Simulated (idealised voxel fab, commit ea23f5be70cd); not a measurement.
Title: Process Module voxel fin reveal
In the cross-section labelled cut, the width is 255 nm and each square cell is 5 nm.
If you're reading a cross-section in this doc, picture square cells in a grid; it comes to you as bands, top ones listed first down to the bottom, and a band can be one or more rows of cells.
Quick guide to a band line: top height, bottom height (nm) up front; then every material left to right with its width in nm. Only one material and it's marked "throughout"? Then it fills the band edge to edge. And "blank" just means empty space.
Convention: height 0 is the level below which the wafer, as received, is all one material. The lowest band does not terminate at the bottom but continues downward, represented as "0..down".
Think of "30->40" as a width that walks from the first number to the second as you go down the band, top row to bottom row, taking equal-sized steps from row to row.
A step reported as "no change occurred" is a step in which no cell of the cross-section changed.
"Enclosed cavities" - sealed voids, min. 8 cells, no opening to top; format: width x height at distance (distance from left edge; nm throughout).
On each step's line, the part that comes after the settings is the simulator's own comment on the step.
A step's line can hold "overlay nm"; with a mask on that step, the setting says how far right of the planned place the mask lay, while a negative setting says it lay to the left.

So here's the lineup of process steps we planned:
step 1: RECEIVE,material Si
step 2: CONFORMAL_DEP,material SiN,thk nm 10
step 3: DIRECTIONAL_DEP,material aC,thk nm 15
step 4: PATTERN,tone cover,mask id FINS,material resist,width nm 15,pitch nm 35,thk nm 30,overlay nm 0
step 5: DIRECTIONAL_ETCH,etch materials aC,depth nm 15
step 6: STRIP,etch materials resist
step 7: DIRECTIONAL_ETCH,etch materials SiN,depth nm 10
step 8: DIRECTIONAL_ETCH,etch materials Si,depth nm 30
step 9: STRIP,etch materials aC
step 10: OXIDIZE,depth nm 5
step 11: FILL_DEP,material SiO2,thk nm 5
step 12: CMP,height nm 10
step 13: SELECTIVE_ETCH,etch materials SiO2,depth nm 30
step 14: STRIP,etch materials SiN

First of two wafers, with the run carried out as planned:

As-received wafer cross-section (after step 1):
- 0..down | Si throughout
- Enclosed cavities: none

Once step 2 is through, the wafer looks like this in cross-section:
- 10..0 | SiN throughout
- Rest of section, below 0: as before.

Once step 3 is through, the wafer looks like this in cross-section:
- 25..10 | aC throughout
- Rest of section, below 10: as before.

Once step 4 is through, the wafer looks like this in cross-section:
- 55..25 | 100 nm blank / 15 nm resist / 20 nm blank / 15 nm resist / 105 nm blank
- Rest of section, below 25: as before.

Once step 5 is through, the wafer looks like this in cross-section:
- 40..25 | 100 nm blank / 15 nm resist / 20 nm blank / 15 nm resist / 105 nm blank
- 25..10 | 100 nm blank / 15 nm aC / 20 nm blank / 15 nm aC / 105 nm blank
- Rest of section, below 10: as before.

Once step 6 is through, the wafer looks like this in cross-section:
- 25..10 | 100 nm blank / 15 nm aC / 20 nm blank / 15 nm aC / 105 nm blank
- Rest of section, below 10: as before.

Once step 7 is through, the wafer looks like this in cross-section:
- 25..10 | 100 nm blank / 15 nm aC / 20 nm blank / 15 nm aC / 105 nm blank
- 10..0 | 100 nm blank / 15 nm SiN / 20 nm blank / 15 nm SiN / 105 nm blank
- Rest of section, below 0: as before.

Once step 8 is through, the wafer looks like this in cross-section:
- 25..10 | 100 nm blank / 15 nm aC / 20 nm blank / 15 nm aC / 105 nm blank
- 10..0 | 100 nm blank / 15 nm SiN / 20 nm blank / 15 nm SiN / 105 nm blank
- 0..-30 | 100 nm blank / 15 nm Si / 20 nm blank / 15 nm Si / 105 nm blank
- Rest of section, below -30: as before.

Once step 9 is through, the wafer looks like this in cross-section:
- 10..0 | 100 nm blank / 15 nm SiN / 20 nm blank / 15 nm SiN / 105 nm blank
- Rest of section, below 0: as before.

Once step 10 is through, the wafer looks like this in cross-section:
- 10..0 | 100 nm blank / 15 nm SiN / 20 nm blank / 15 nm SiN / 105 nm blank
- 0..-30 | 100 nm blank / 5 nm SiO2 / 5 nm Si / 5 nm SiO2 / 20 nm blank / 5 nm SiO2 / 5 nm Si / 5 nm SiO2 / 105 nm blank
- -30..-35 | 105 nm SiO2 / 5 nm Si / 30 nm SiO2 / 5 nm Si / 110 nm SiO2
- Rest of section, below -35: as before.

Once step 11 is through, the wafer looks like this in cross-section:
- 15..10 | SiO2 throughout
- 10..0 | 100 nm SiO2 / 15 nm SiN / 20 nm SiO2 / 15 nm SiN / 105 nm SiO2
- 0..-35 | 105 nm SiO2 / 5 nm Si / 30 nm SiO2 / 5 nm Si / 110 nm SiO2
- Rest of section, below -35: as before.

Once step 12 is through, the wafer looks like this in cross-section:
- 10..0 | 100 nm SiO2 / 15 nm SiN / 20 nm SiO2 / 15 nm SiN / 105 nm SiO2
- Rest of section, below 0: as before.

Once step 13 is through, the wafer looks like this in cross-section:
- 10..0 | 100 nm blank / 15 nm SiN / 20 nm blank / 15 nm SiN / 105 nm blank
- 0..-20 | 105 nm blank / 5 nm Si / 30 nm blank / 5 nm Si / 110 nm blank
- Rest of section, below -20: as before.

Once step 14 is through, the wafer looks like this in cross-section:
- 0..-20 | 105 nm blank / 5 nm Si / 30 nm blank / 5 nm Si / 110 nm blank
- Rest of section, below -20: as before.

Wafer two. Identical start, identical plan. One mistake in execution. Identical history through step 12:

The second wafer cut through, at the time step 13 was supposed to be finished:
- 10..0 | 100 nm blank / 15 nm SiN / 20 nm blank / 15 nm SiN / 105 nm blank
- 0..-35 | 105 nm blank / 5 nm Si / 30 nm blank / 5 nm Si / 110 nm blank
- Rest of section, below -35: as before.

The second wafer cut through, at the time step 14 was supposed to be finished:
- 0..-35 | 105 nm blank / 5 nm Si / 30 nm blank / 5 nm Si / 110 nm blank
- Rest of section, below -35: as before.
The plan and the run diverged here: step 13 of the plan was performed twice
In the final state, the cell counts of the second wafer exceed or fall short of those of the first for the following materials: 147 fewer of SiO2
